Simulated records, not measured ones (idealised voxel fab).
The name of this process module is voxel plated lines.
Cross-section cut spans 300 nm and uses square cells 5 nm in size.
A cross-section in this document is a grid of square cells, and it is written down as bands, the top band listed before the ones below it; a band is made up of one or more rows of cells. Quick guide to a band line: top height, bottom height (nm) up front; then every material left to right with its width in nm. Only one material and it's marked "edge to edge"? Then it fills the band edge to edge. And "empty" just means empty space. Note: height 0 marks the level under which the wafer is uniformly one material as received. Lowest band unbounded below, written "0 down". With a width like "30->40", each row of cells in the band differs from the next by the same amount, the top row carrying the first number and the bottom row the second. "stayed the same", as given for a step, is the statement that not any cell of the cross-section underwent a change during that step. "Fully closed voids" enumerates empty spaces isolated from the top, with no open way to it, that contain at least 8 cells, giving each as width x height at distance from the left edge, all three in nm. Where a step's line continues beyond its settings, the continuation is a remark by the simulator itself on that step. "overlay nm", when on a step's line for a step with a mask, measures how far to the right of its planned place the mask lay; a negative measure means to the left.
This section lists the process steps that were planned:
1 op RECEIVE | material Si
2 op CONFORMAL_DEP | material Al2O3 | thk nm 5
3 op DIRECTIONAL_DEP | material TiN | thk nm 5
4 op PATTERN | tone open | mask id LINES | material resist | width nm 20 | pitch nm 35 | thk nm 25 | overlay nm 0
5 op EPI | material Ru | thk nm 10
6 op EPI | material Ru | thk nm 10
7 op STRIP | etch materials resist
8 op DIRECTIONAL_ETCH | etch materials TiN | depth nm 5
9 op CONFORMAL_DEP | material SiN | thk nm 5
Cross-section, incoming material, after step 1:
    0 down: Si edge to edge
    Fully closed voids: none
Below is the wafer in cross-section after the module was completed. It began from the starting point shown above and followed the plan shown above, except that one mistake was made while running it:
    45 to 40: 80 empty, 30 SiN, 5 empty, 30 SiN, 5 empty, 30 SiN, 5 empty, 30 SiN, 85 empty
    40 to 20: 80 empty, 5 SiN, 20 Ru, 5 SiN, 5 empty, 5 SiN, 20 Ru, 5 SiN, 5 empty, 5 SiN, 20 Ru, 5 SiN, 5 empty, 5 SiN, 20 Ru, 5 SiN, 85 empty
    20 to 15: 85 SiN, 20 TiN, 15 SiN, 20 TiN, 15 SiN, 20 TiN, 15 SiN, 20 TiN, 90 SiN
    15 to 0: Al2O3 edge to edge
    0 down: Si edge to edge
    Fully closed voids: none
Plan not followed: step 2 changed vs plan, executed as op CONFORMAL_DEP | material Al2O3 | thk nm 15
